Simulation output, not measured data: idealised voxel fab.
process module | voxel quadruple lines
cross-section cut | 140 nm wide | cells 5 nm
A cross-section is a grid of square cells, given in bands from the top down. A band is one or more rows of cells.
Each band's line starts with the height of the band's top and of its bottom, in nm. Then come its materials from left to right, each with its width in nm. One material with "throughout" fills the band from edge to edge. "air" is empty space.
Height 0 is the level under which the wafer as received is all one material. The lowest band goes on downwards, as in "0 down".
A width such as "30 to 40" changes by the same amount from each row of cells to the next, from the band's top row to its bottom row.
"no change" after a step means that no cell of the cross-section changed.
closed voids: empty space of 8 cells or more with no open way to the top, each as width x height at its distance from the left edge, in nm
after a step's settings: what the simulator itself notes on the step
overlay nm, on a step with a mask: how far to the right of its planned place the mask lay; to the left if negative
Each pair below shows a cross-section before one step and the cross-section after it, down to the lowest band that changed. The line under each pair gives the step between them, with its settings. The pairs can come from different runs of this module on the same starting wafer, so a pair continues from the pair above only where its "before" says so.
before
  0 down: Si throughout
  closed voids: none
after
  5 to 0: Al2O3 throughout
  below 0: unchanged
  closed voids: none
the step between: op CONFORMAL_DEP | material Al2O3 | thk nm 5
before: the cross-section after the pair above
after
  15 to 5: Ru throughout
  below 5: unchanged
  closed voids: none
the step between: op DIRECTIONAL_DEP | material Ru | thk nm 10
before: the cross-section after the pair above
after
  35 to 15: polySi throughout
  below 15: unchanged
  closed voids: none
the step between: op DIRECTIONAL_DEP | material polySi | thk nm 20
before: the cross-section after the pair above
after
  60 to 35: aC throughout
  below 35: unchanged
  closed voids: none
the step between: op DIRECTIONAL_DEP | material aC | thk nm 25
before: the cross-section after the pair above
after
  95 to 60: air 55 | resist 30 | air 55
  below 60: unchanged
  closed voids: none
the step between: op PATTERN | tone cover | mask id MANDREL | material resist | width nm 30 | thk nm 35 | overlay nm 0
before: the cross-section after the pair above
after
  70 to 60: air 55 | resist 30 | air 55
  60 to 35: air 55 | aC 30 | air 55
  below 35: unchanged
  closed voids: none
the step between: op DIRECTIONAL_ETCH | etch materials aC | depth nm 25
before: the cross-section after the pair above
after
  60 to 35: air 55 | aC 30 | air 55
  below 35: unchanged
  closed voids: none
the step between: op STRIP | etch materials resist
before: the cross-section after the pair above
after
  70 to 60: air 45 | SiO2 50 | air 45
  60 to 45: air 45 | SiO2 10 | aC 30 | SiO2 10 | air 45
  45 to 35: SiO2 55 | aC 30 | SiO2 55
  below 35: unchanged
  closed voids: none
the step between: op CONFORMAL_DEP | material SiO2 | thk nm 10
before: the cross-section after the pair above
after
  60 to 35: air 45 | SiO2 10 | aC 30 | SiO2 10 | air 45
  below 35: unchanged
  closed voids: none
the step between: op DIRECTIONAL_ETCH | etch materials SiO2 | depth nm 10
before: the cross-section after the pair above
after
  60 to 35: air 45 | SiO2 10 | air 30 | SiO2 10 | air 45
  below 35: unchanged
  closed voids: none
the step between: op STRIP | etch materials aC
before: the cross-section after the pair above
after
  60 to 35: air 45 | SiO2 10 | air 30 | SiO2 10 | air 45
  35 to 15: air 45 | polySi 10 | air 30 | polySi 10 | air 45
  below 15: unchanged
  closed voids: none
the step between: op DIRECTIONAL_ETCH | etch materials polySi | depth nm 20
before: the cross-section after the pair above
after
  35 to 15: air 45 | polySi 10 | air 30 | polySi 10 | air 45
  below 15: unchanged
  closed voids: none
the step between: op STRIP | etch materials SiO2
before: the cross-section after the pair above
after
  45 to 35: air 35 | SiN 30 | air 10 | SiN 30 | air 35
  35 to 25: air 35 | SiN 10 | polySi 10 | SiN 10 | air 10 | SiN 10 | polySi 10 | SiN 10 | air 35
  25 to 15: SiN 45 | polySi 10 | SiN 30 | polySi 10 | SiN 45
  below 15: unchanged
  closed voids: none
the step between: op CONFORMAL_DEP | material SiN | thk nm 10
before: the cross-section after the pair above
after
  35 to 15: air 35 | SiN 10 | polySi 10 | SiN 10 | air 10 | SiN 10 | polySi 10 | SiN 10 | air 35
  below 15: unchanged
  closed voids: none
the step between: op DIRECTIONAL_ETCH | etch materials SiN | depth nm 10
before: the cross-section after the pair above
after
  35 to 15: air 35 | SiN 10 | air 10 | SiN 10 | air 10 | SiN 10 | air 10 | SiN 10 | air 35
  below 15: unchanged
  closed voids: none
the step between: op STRIP | etch materials polySi
before: the cross-section after the pair above
after
  35 to 15: air 35 | SiN 10 | air 10 | SiN 10 | air 10 | SiN 10 | air 10 | SiN 10 | air 35
  15 to 5: air 35 | Ru 10 | air 10 | Ru 10 | air 10 | Ru 10 | air 10 | Ru 10 | air 35
  below 5: unchanged
  closed voids: none
the step between: op DIRECTIONAL_ETCH | etch materials Ru | depth nm 10
before: the cross-section after the pair above
after
  15 to 5: air 35 | Ru 10 | air 10 | Ru 10 | air 10 | Ru 10 | air 10 | Ru 10 | air 35
  below 5: unchanged
  closed voids: none
the step between: op STRIP | etch materials SiN
before: the cross-section after the pair above
after
  25 to 15: SiO2 throughout
  15 to 5: SiO2 35 | Ru 10 | SiO2 10 | Ru 10 | SiO2 10 | Ru 10 | SiO2 10 | Ru 10 | SiO2 35
  below 5: unchanged
  closed voids: none
the step between: op FILL_DEP | material SiO2 | thk nm 10
before: the cross-section after the pair above
after
  15 to 5: SiO2 35 | Ru 10 | SiO2 10 | Ru 10 | SiO2 10 | Ru 10 | SiO2 10 | Ru 10 | SiO2 35
  below 5: unchanged
  closed voids: none
the step between: op CMP | height nm 15
before
  0 down: Si throughout
  closed voids: none
after
  10 to 0: Ru throughout
  below 0: unchanged
  closed voids: none
the step between: op DIRECTIONAL_DEP | material Ru | thk nm 10
before: the cross-section after the pair above
after
  30 to 10: polySi throughout
  below 10: unchanged
  closed voids: none
the step between: op DIRECTIONAL_DEP | material polySi | thk nm 20
before: the cross-section after the pair above
after
  55 to 30: aC throughout
  below 30: unchanged
  closed voids: none
the step between: op DIRECTIONAL_DEP | material aC | thk nm 25
before: the cross-section after the pair above
after
  90 to 55: air 55 | resist 30 | air 55
  below 55: unchanged
  closed voids: none
the step between: op PATTERN | tone cover | mask id MANDREL | material resist | width nm 30 | thk nm 35 | overlay nm 0
before: the cross-section after the pair above
after
  65 to 55: air 55 | resist 30 | air 55
  55 to 30: air 55 | aC 30 | air 55
  below 30: unchanged
  closed voids: none
the step between: op DIRECTIONAL_ETCH | etch materials aC | depth nm 25
before: the cross-section after the pair above
after
  55 to 30: air 55 | aC 30 | air 55
  below 30: unchanged
  closed voids: none
the step between: op STRIP | etch materials resist
before: the cross-section after the pair above
after
  65 to 55: air 45 | SiO2 50 | air 45
  55 to 40: air 45 | SiO2 10 | aC 30 | SiO2 10 | air 45
  40 to 30: SiO2 55 | aC 30 | SiO2 55
  below 30: unchanged
  closed voids: none
the step between: op CONFORMAL_DEP | material SiO2 | thk nm 10
before: the cross-section after the pair above
after
  55 to 30: air 45 | SiO2 10 | aC 30 | SiO2 10 | air 45
  below 30: unchanged
  closed voids: none
the step between: op DIRECTIONAL_ETCH | etch materials SiO2 | depth nm 10
before: the cross-section after the pair above
after
  55 to 30: air 45 | SiO2 10 | air 30 | SiO2 10 | air 45
  below 30: unchanged
  closed voids: none
the step between: op STRIP | etch materials aC
before: the cross-section after the pair above
after
  55 to 30: air 45 | SiO2 10 | air 30 | SiO2 10 | air 45
  30 to 10: air 45 | polySi 10 | air 30 | polySi 10 | air 45
  below 10: unchanged
  closed voids: none
the step between: op DIRECTIONAL_ETCH | etch materials polySi | depth nm 20
before: the cross-section after the pair above
after
  30 to 10: air 45 | polySi 10 | air 30 | polySi 10 | air 45
  below 10: unchanged
  closed voids: none
the step between: op STRIP | etch materials SiO2
before: the cross-section after the pair above
after
  40 to 30: air 35 | SiN 30 | air 10 | SiN 30 | air 35
  30 to 20: air 35 | SiN 10 | polySi 10 | SiN 10 | air 10 | SiN 10 | polySi 10 | SiN 10 | air 35
  20 to 10: SiN 45 | polySi 10 | SiN 30 | polySi 10 | SiN 45
  below 10: unchanged
  closed voids: none
the step between: op CONFORMAL_DEP | material SiN | thk nm 10
before: the cross-section after the pair above
after
  30 to 10: air 35 | SiN 10 | polySi 10 | SiN 10 | air 10 | SiN 10 | polySi 10 | SiN 10 | air 35
  below 10: unchanged
  closed voids: none
the step between: op DIRECTIONAL_ETCH | etch materials SiN | depth nm 10
before: the cross-section after the pair above
after
  30 to 10: air 35 | SiN 10 | air 10 | SiN 10 | air 10 | SiN 10 | air 10 | SiN 10 | air 35
  below 10: unchanged
  closed voids: none
the step between: op STRIP | etch materials polySi
before: the cross-section after the pair above
after
  30 to 10: air 35 | SiN 10 | air 10 | SiN 10 | air 10 | SiN 10 | air 10 | SiN 10 | air 35
  10 to 0: air 35 | Ru 10 | air 10 | Ru 10 | air 10 | Ru 10 | air 10 | Ru 10 | air 35
  below 0: unchanged
  closed voids: none
the step between: op DIRECTIONAL_ETCH | etch materials Ru | depth nm 10
before: the cross-section after the pair above
after
  10 to 0: air 35 | Ru 10 | air 10 | Ru 10 | air 10 | Ru 10 | air 10 | Ru 10 | air 35
  below 0: unchanged
  closed voids: none
the step between: op STRIP | etch materials SiN
before: the cross-section after the pair above
after
  20 to 10: SiO2 throughout
  10 to 0: SiO2 35 | Ru 10 | SiO2 10 | Ru 10 | SiO2 10 | Ru 10 | SiO2 10 | Ru 10 | SiO2 35
  below 0: unchanged
  closed voids: none
the step between: op FILL_DEP | material SiO2 | thk nm 10
before: the cross-section after the pair above
after
  15 to 10: SiO2 throughout
  below 10: unchanged
  closed voids: none
the step between: op CMP | height nm 15
before
  5 to 0: Al2O3 throughout
  0 down: Si throughout
  closed voids: none
after
  25 to 5: polySi throughout
  below 5: unchanged
  closed voids: none
the step between: op DIRECTIONAL_DEP | material polySi | thk nm 20
before: the cross-section after the pair above
after
  35 to 25: Ru throughout
  below 25: unchanged
  closed voids: none
the step between: op DIRECTIONAL_DEP | material Ru | thk nm 10
before: the cross-section after the pair above
after
  60 to 35: aC throughout
  below 35: unchanged
  closed voids: none
the step between: op DIRECTIONAL_DEP | material aC | thk nm 25
before: the cross-section after the pair above
after
  95 to 60: air 55 | resist 30 | air 55
  below 60: unchanged
  closed voids: none
the step between: op PATTERN | tone cover | mask id MANDREL | material resist | width nm 30 | thk nm 35 | overlay nm 0
before: the cross-section after the pair above
after
  70 to 60: air 55 | resist 30 | air 55
  60 to 35: air 55 | aC 30 | air 55
  below 35: unchanged
  closed voids: none
the step between: op DIRECTIONAL_ETCH | etch materials aC | depth nm 25
before: the cross-section after the pair above
after
  60 to 35: air 55 | aC 30 | air 55
  below 35: unchanged
  closed voids: none
the step between: op STRIP | etch materials resist
before: the cross-section after the pair above
after
  70 to 60: air 45 | SiO2 50 | air 45
  60 to 45: air 45 | SiO2 10 | aC 30 | SiO2 10 | air 45
  45 to 35: SiO2 55 | aC 30 | SiO2 55
  below 35: unchanged
  closed voids: none
the step between: op CONFORMAL_DEP | material SiO2 | thk nm 10
before: the cross-section after the pair above
after
  60 to 35: air 45 | SiO2 10 | aC 30 | SiO2 10 | air 45
  below 35: unchanged
  closed voids: none
the step between: op DIRECTIONAL_ETCH | etch materials SiO2 | depth nm 10
before: the cross-section after the pair above
after
  60 to 35: air 45 | SiO2 10 | air 30 | SiO2 10 | air 45
  below 35: unchanged
  closed voids: none
the step between: op STRIP | etch materials aC
before: the cross-section after the pair above
after
  35 to 25: Ru throughout
  below 25: unchanged
  closed voids: none
the step between: op STRIP | etch materials SiO2
before: the cross-section after the pair above
after
  45 to 35: SiN throughout
  below 35: unchanged
  closed voids: none
the step between: op CONFORMAL_DEP | material SiN | thk nm 10
before: the cross-section after the pair above
after
  35 to 25: Ru throughout
  below 25: unchanged
  closed voids: none
the step between: op DIRECTIONAL_ETCH | etch materials SiN | depth nm 10
before: the cross-section after the pair above
after
  25 to 5: polySi throughout
  below 5: unchanged
  closed voids: none
the step between: op DIRECTIONAL_ETCH | etch materials Ru | depth nm 10
before: the cross-section after the pair above
after
  35 to 25: SiO2 throughout
  below 25: unchanged
  closed voids: none
the step between: op FILL_DEP | material SiO2 | thk nm 10
before: the cross-section after the pair above
after
  15 to 5: polySi throughout
  below 5: unchanged
  closed voids: none
the step between: op CMP | height nm 15
before
  25 to 15: SiO2 throughout
  15 to 5: SiO2 35 | Ru 10 | SiO2 10 | Ru 10 | SiO2 10 | Ru 10 | SiO2 10 | Ru 10 | SiO2 35
  5 to 0: Al2O3 throughout
  0 down: Si throughout
  closed voids: none
after
  5 to 0: Al2O3 throughout
  below 0: unchanged
  closed voids: none
the step between: op CMP | height nm 5
before
  60 to 35: aC throughout
  35 to 15: polySi throughout
  15 to 5: Ru throughout
  5 to 0: Al2O3 throughout
  0 down: Si throughout
  closed voids: none
after
  95 to 60: air 50 | resist 40 | air 50
  below 60: unchanged
  closed voids: none
the step between: op PATTERN | tone cover | mask id MANDREL | material resist | width nm 40 | thk nm 35 | overlay nm 0
before: the cross-section after the pair above
after
  70 to 60: air 50 | resist 40 | air 50
  60 to 35: air 50 | aC 40 | air 50
  below 35: unchanged
  closed voids: none
the step between: op DIRECTIONAL_ETCH | etch materials aC | depth nm 25
before: the cross-section after the pair above
after
  60 to 35: air 50 | aC 40 | air 50
  below 35: unchanged
  closed voids: none
the step between: op STRIP | etch materials resist
before: the cross-section after the pair above
after
  70 to 60: air 40 | SiO2 60 | air 40
  60 to 45: air 40 | SiO2 10 | aC 40 | SiO2 10 | air 40
  45 to 35: SiO2 50 | aC 40 | SiO2 50
  below 35: unchanged
  closed voids: none
the step between: op CONFORMAL_DEP | material SiO2 | thk nm 10
before: the cross-section after the pair above
after
  60 to 35: air 40 | SiO2 10 | aC 40 | SiO2 10 | air 40
  below 35: unchanged
  closed voids: none
the step between: op DIRECTIONAL_ETCH | etch materials SiO2 | depth nm 10
before: the cross-section after the pair above
after
  60 to 35: air 40 | SiO2 10 | air 40 | SiO2 10 | air 40
  below 35: unchanged
  closed voids: none
the step between: op STRIP | etch materials aC
before: the cross-section after the pair above
after
  60 to 35: air 40 | SiO2 10 | air 40 | SiO2 10 | air 40
  35 to 15: air 40 | polySi 10 | air 40 | polySi 10 | air 40
  below 15: unchanged
  closed voids: none
the step between: op DIRECTIONAL_ETCH | etch materials polySi | depth nm 20
before: the cross-section after the pair above
after
  35 to 15: air 40 | polySi 10 | air 40 | polySi 10 | air 40
  below 15: unchanged
  closed voids: none
the step between: op STRIP | etch materials SiO2
before: the cross-section after the pair above
after
  45 to 35: air 30 | SiN 30 | air 20 | SiN 30 | air 30
  35 to 25: air 30 | SiN 10 | polySi 10 | SiN 10 | air 20 | SiN 10 | polySi 10 | SiN 10 | air 30
  25 to 15: SiN 40 | polySi 10 | SiN 40 | polySi 10 | SiN 40
  below 15: unchanged
  closed voids: none
the step between: op CONFORMAL_DEP | material SiN | thk nm 10
before: the cross-section after the pair above
after
  35 to 15: air 30 | SiN 10 | polySi 10 | SiN 10 | air 20 | SiN 10 | polySi 10 | SiN 10 | air 30
  below 15: unchanged
  closed voids: none
the step between: op DIRECTIONAL_ETCH | etch materials SiN | depth nm 10
before: the cross-section after the pair above
after
  35 to 15: air 30 | SiN 10 | air 10 | SiN 10 | air 20 | SiN 10 | air 10 | SiN 10 | air 30
  below 15: unchanged
  closed voids: none
the step between: op STRIP | etch materials polySi
before: the cross-section after the pair above
after
  35 to 15: air 30 | SiN 10 | air 10 | SiN 10 | air 20 | SiN 10 | air 10 | SiN 10 | air 30
  15 to 5: air 30 | Ru 10 | air 10 | Ru 10 | air 20 | Ru 10 | air 10 | Ru 10 | air 30
  below 5: unchanged
  closed voids: none
the step between: op DIRECTIONAL_ETCH | etch materials Ru | depth nm 10
before: the cross-section after the pair above
after
  15 to 5: air 30 | Ru 10 | air 10 | Ru 10 | air 20 | Ru 10 | air 10 | Ru 10 | air 30
  below 5: unchanged
  closed voids: none
the step between: op STRIP | etch materials SiN
before: the cross-section after the pair above
after
  25 to 15: SiO2 throughout
  15 to 5: SiO2 30 | Ru 10 | SiO2 10 | Ru 10 | SiO2 20 | Ru 10 | SiO2 10 | Ru 10 | SiO2 30
  below 5: unchanged
  closed voids: none
the step between: op FILL_DEP | material SiO2 | thk nm 10
before: the cross-section after the pair above
after
  15 to 5: SiO2 30 | Ru 10 | SiO2 10 | Ru 10 | SiO2 20 | Ru 10 | SiO2 10 | Ru 10 | SiO2 30
  below 5: unchanged
  closed voids: none
the step between: op CMP | height nm 15
before
  60 to 35: aC throughout
  35 to 15: polySi throughout
  15 to 5: Ru throughout
  5 to 0: Al2O3 throughout
  0 down: Si throughout
  closed voids: none
after
  95 to 60: air 50 | resist 30 | air 60
  below 60: unchanged
  closed voids: none
the step between: op PATTERN | tone cover | mask id MANDREL | material resist | width nm 30 | thk nm 35 | overlay nm -5
before: the cross-section after the pair above
after
  70 to 60: air 50 | resist 30 | air 60
  60 to 35: air 50 | aC 30 | air 60
  below 35: unchanged
  closed voids: none
the step between: op DIRECTIONAL_ETCH | etch materials aC | depth nm 25
before: the cross-section after the pair above
after
  60 to 35: air 50 | aC 30 | air 60
  below 35: unchanged
  closed voids: none
the step between: op STRIP | etch materials resist
before: the cross-section after the pair above
after
  70 to 60: air 40 | SiO2 50 | air 50
  60 to 45: air 40 | SiO2 10 | aC 30 | SiO2 10 | air 50
  45 to 35: SiO2 50 | aC 30 | SiO2 60
  below 35: unchanged
  closed voids: none
the step between: op CONFORMAL_DEP | material SiO2 | thk nm 10
before: the cross-section after the pair above
after
  60 to 35: air 40 | SiO2 10 | aC 30 | SiO2 10 | air 50
  below 35: unchanged
  closed voids: none
the step between: op DIRECTIONAL_ETCH | etch materials SiO2 | depth nm 10
before: the cross-section after the pair above
after
  60 to 35: air 40 | SiO2 10 | air 30 | SiO2 10 | air 50
  below 35: unchanged
  closed voids: none
the step between: op STRIP | etch materials aC
before: the cross-section after the pair above
after
  60 to 35: air 40 | SiO2 10 | air 30 | SiO2 10 | air 50
  35 to 15: air 40 | polySi 10 | air 30 | polySi 10 | air 50
  below 15: unchanged
  closed voids: none
the step between: op DIRECTIONAL_ETCH | etch materials polySi | depth nm 20
before: the cross-section after the pair above
after
  35 to 15: air 40 | polySi 10 | air 30 | polySi 10 | air 50
  below 15: unchanged
  closed voids: none
the step between: op STRIP | etch materials SiO2
before: the cross-section after the pair above
after
  45 to 35: air 30 | SiN 30 | air 10 | SiN 30 | air 40
  35 to 25: air 30 | SiN 10 | polySi 10 | SiN 10 | air 10 | SiN 10 | polySi 10 | SiN 10 | air 40
  25 to 15: SiN 40 | polySi 10 | SiN 30 | polySi 10 | SiN 50
  below 15: unchanged
  closed voids: none
the step between: op CONFORMAL_DEP | material SiN | thk nm 10
before: the cross-section after the pair above
after
  35 to 15: air 30 | SiN 10 | polySi 10 | SiN 10 | air 10 | SiN 10 | polySi 10 | SiN 10 | air 40
  below 15: unchanged
  closed voids: none
the step between: op DIRECTIONAL_ETCH | etch materials SiN | depth nm 10
before: the cross-section after the pair above
after
  35 to 15: air 30 | SiN 10 | air 10 | SiN 10 | air 10 | SiN 10 | air 10 | SiN 10 | air 40
  below 15: unchanged
  closed voids: none
the step between: op STRIP | etch materials polySi
before: the cross-section after the pair above
after
  35 to 15: air 30 | SiN 10 | air 10 | SiN 10 | air 10 | SiN 10 | air 10 | SiN 10 | air 40
  15 to 5: air 30 | Ru 10 | air 10 | Ru 10 | air 10 | Ru 10 | air 10 | Ru 10 | air 40
  below 5: unchanged
  closed voids: none
the step between: op DIRECTIONAL_ETCH | etch materials Ru | depth nm 10
before: the cross-section after the pair above
after
  15 to 5: air 30 | Ru 10 | air 10 | Ru 10 | air 10 | Ru 10 | air 10 | Ru 10 | air 40
  below 5: unchanged
  closed voids: none
the step between: op STRIP | etch materials SiN
before: the cross-section after the pair above
after
  25 to 15: SiO2 throughout
  15 to 5: SiO2 30 | Ru 10 | SiO2 10 | Ru 10 | SiO2 10 | Ru 10 | SiO2 10 | Ru 10 | SiO2 40
  below 5: unchanged
  closed voids: none
the step between: op FILL_DEP | material SiO2 | thk nm 10
before: the cross-section after the pair above
after
  15 to 5: SiO2 30 | Ru 10 | SiO2 10 | Ru 10 | SiO2 10 | Ru 10 | SiO2 10 | Ru 10 | SiO2 40
  below 5: unchanged
  closed voids: none
the step between: op CMP | height nm 15
before
  35 to 15: air 35 | SiN 10 | polySi 10 | SiN 10 | air 10 | SiN 10 | polySi 10 | SiN 10 | air 35
  15 to 5: Ru throughout
  5 to 0: Al2O3 throughout
  0 down: Si throughout
  closed voids: none
after
  35 to 15: air 45 | polySi 10 | air 30 | polySi 10 | air 45
  below 15: unchanged
  closed voids: none
the step between: op STRIP | etch materials SiN
before: the cross-section after the pair above
after
  35 to 15: air 45 | polySi 10 | air 30 | polySi 10 | air 45
  15 to 5: air 45 | Ru 10 | air 30 | Ru 10 | air 45
  below 5: unchanged
  closed voids: none
the step between: op DIRECTIONAL_ETCH | etch materials Ru | depth nm 10
before: the cross-section after the pair above
after
  45 to 35: SiO2 throughout
  35 to 15: SiO2 45 | polySi 10 | SiO2 30 | polySi 10 | SiO2 45
  15 to 5: SiO2 45 | Ru 10 | SiO2 30 | Ru 10 | SiO2 45
  below 5: unchanged
  closed voids: none
the step between: op FILL_DEP | material SiO2 | thk nm 10
before: the cross-section after the pair above
after
  15 to 5: SiO2 45 | Ru 10 | SiO2 30 | Ru 10 | SiO2 45
  below 5: unchanged
  closed voids: none
the step between: op CMP | height nm 15
before
  60 to 35: aC throughout
  35 to 15: polySi throughout
  15 to 5: Ru throughout
  5 to 0: Al2O3 throughout
  0 down: Si throughout
  closed voids: none
after
  95 to 60: resist 55 | air 30 | resist 55
  below 60: unchanged
  closed voids: none
the step between: op PATTERN | tone open | mask id MANDREL | material resist | width nm 30 | thk nm 35 | overlay nm 0
before: the cross-section after the pair above
after
  70 to 60: resist 55 | air 30 | resist 55
  60 to 35: aC 55 | air 30 | aC 55
  below 35: unchanged
  closed voids: none
the step between: op DIRECTIONAL_ETCH | etch materials aC | depth nm 25
before: the cross-section after the pair above
after
  60 to 35: aC 55 | air 30 | aC 55
  below 35: unchanged
  closed voids: none
the step between: op STRIP | etch materials resist
before: the cross-section after the pair above
after
  70 to 60: SiO2 65 | air 10 | SiO2 65
  60 to 45: aC 55 | SiO2 10 | air 10 | SiO2 10 | aC 55
  45 to 35: aC 55 | SiO2 30 | aC 55
  below 35: unchanged
  closed voids: none
the step between: op CONFORMAL_DEP | material SiO2 | thk nm 10
before: the cross-section after the pair above
after
  60 to 35: aC 55 | SiO2 10 | air 10 | SiO2 10 | aC 55
  below 35: unchanged
  closed voids: none
the step between: op DIRECTIONAL_ETCH | etch materials SiO2 | depth nm 10
before: the cross-section after the pair above
after
  60 to 35: air 55 | SiO2 10 | air 10 | SiO2 10 | air 55
  below 35: unchanged
  closed voids: none
the step between: op STRIP | etch materials aC
before: the cross-section after the pair above
after
  60 to 35: air 55 | SiO2 10 | air 10 | SiO2 10 | air 55
  35 to 15: air 55 | polySi 10 | air 10 | polySi 10 | air 55
  below 15: unchanged
  closed voids: none
the step between: op DIRECTIONAL_ETCH | etch materials polySi | depth nm 20
before: the cross-section after the pair above
after
  35 to 15: air 55 | polySi 10 | air 10 | polySi 10 | air 55
  below 15: unchanged
  closed voids: none
the step between: op STRIP | etch materials SiO2
before: the cross-section after the pair above
after
  45 to 35: air 45 | SiN 50 | air 45
  35 to 25: air 45 | SiN 10 | polySi 10 | SiN 10 | polySi 10 | SiN 10 | air 45
  25 to 15: SiN 55 | polySi 10 | SiN 10 | polySi 10 | SiN 55
  below 15: unchanged
  closed voids: none
the step between: op CONFORMAL_DEP | material SiN | thk nm 10
before: the cross-section after the pair above
after
  35 to 15: air 45 | SiN 10 | polySi 10 | SiN 10 | polySi 10 | SiN 10 | air 45
  below 15: unchanged
  closed voids: none
the step between: op DIRECTIONAL_ETCH | etch materials SiN | depth nm 10
before: the cross-section after the pair above
after
  35 to 15: air 45 | SiN 10 | air 10 | SiN 10 | air 10 | SiN 10 | air 45
  below 15: unchanged
  closed voids: none
the step between: op STRIP | etch materials polySi
before: the cross-section after the pair above
after
  35 to 15: air 45 | SiN 10 | air 10 | SiN 10 | air 10 | SiN 10 | air 45
  15 to 5: air 45 | Ru 10 | air 10 | Ru 10 | air 10 | Ru 10 | air 45
  below 5: unchanged
  closed voids: none
the step between: op DIRECTIONAL_ETCH | etch materials Ru | depth nm 10
before: the cross-section after the pair above
after
  15 to 5: air 45 | Ru 10 | air 10 | Ru 10 | air 10 | Ru 10 | air 45
  below 5: unchanged
  closed voids: none
the step between: op STRIP | etch materials SiN
before: the cross-section after the pair above
after
  25 to 15: SiO2 throughout
  15 to 5: SiO2 45 | Ru 10 | SiO2 10 | Ru 10 | SiO2 10 | Ru 10 | SiO2 45
  below 5: unchanged
  closed voids: none
the step between: op FILL_DEP | material SiO2 | thk nm 10
before: the cross-section after the pair above
after
  15 to 5: SiO2 45 | Ru 10 | SiO2 10 | Ru 10 | SiO2 10 | Ru 10 | SiO2 45
  below 5: unchanged
  closed voids: none
the step between: op CMP | height nm 15
